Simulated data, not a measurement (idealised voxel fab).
This is a process module. Its name is voxel released beams.
For reference, the cross-section in this document is cut, with width 205 nm and square cells of 5 nm.
In this document a cross-section is written as a grid of square cells. It is given as a series of bands, listed from the top down, and a band is one or more rows of cells.
Basically the band line says how high the top is and how high the bottom is, in nm, and then what's in it from left to right, every material with its width in nm. Empty space shows up as "empty", and if a single material carries "edge to edge" it runs the full band edge to edge.
Height reference: 0 = level under which incoming wafer is all one material. Lowest band: no bottom, runs on downward, e.g. "0 and below".
The width entry "30->40" should be interpreted row by row: the top row of cells in the band takes the first number, the bottom row takes the second number, and the change between adjacent rows is uniform throughout.
It should be understood that the words "nothing got changed", when stated for a given step, signify that the cross-section underwent no change in any of its cells during that step.
"Trapped voids" means: voids of 8 cells or more that are shut off from the top with no open way through. Written width x height at distance, distance from the left edge, in nm.
Read whatever lies past the settings on a step's line as the simulator's own remark about the step.
Steps that use a mask can have "overlay nm" on their line. It says how far the mask sat to the right of where it was meant to be. Negative means to the left.
# The steps planned for the process are as follows
step 1: RECEIVE with material Si
step 2: CONFORMAL_DEP with material Al2O3, thk nm 10
step 3: DIRECTIONAL_DEP with material SiO2, thk nm 20
step 4: PATTERN with tone open, mask id ANCHOR, material resist, width nm 35, thk nm 20, overlay nm 0
step 5: DIRECTIONAL_ETCH with etch materials SiO2, depth nm 20
step 6: STRIP with etch materials resist
step 7: CONFORMAL_DEP with material SiN, thk nm 10
step 8: PATTERN with tone cover, mask id BEAM, material resist, width nm 110, thk nm 15, overlay nm 0
step 9: DIRECTIONAL_ETCH with etch materials SiN, depth nm 10
step 10: STRIP with etch materials resist
step 11: STRIP with etch materials SiO2
# As-received state of the wafer in cross-section, equivalent to post-step 1
- 0 and below: Si edge to edge
- Trapped voids: none
# Cross-section: first of two wafers, module finished, run according to plan
- 40 down to 30: empty: 45; SiN: 15; empty: 15; SiN: 80; empty: 50
- 30 down to 20: empty: 50; SiN: 10; empty: 15; SiN: 10; empty: 120
- 20 down to 10: empty: 50; SiN: 35; empty: 120
- 10 down to 0: Al2O3 edge to edge
- 0 and below: Si edge to edge
- Trapped voids: none
# Now the second wafer, cross-sectioned at the end of the module. Nothing different at the start, nothing different in the plan compared with the first, just one mistake when it was actually run
- 40 down to 30: empty: 45; SiN: 110; empty: 50
- 30 down to 20: Al2O3 edge to edge
- 20 down to 0: SiO2 edge to edge
- 0 and below: Si edge to edge
- Trapped voids: none
Deviation from plan: deviation from plan: step 3 and step 2 executed in one another's positions
End check, counted in cells, second wafer has more or fewer of these materials than the first: -16 SiN | +164 SiO2
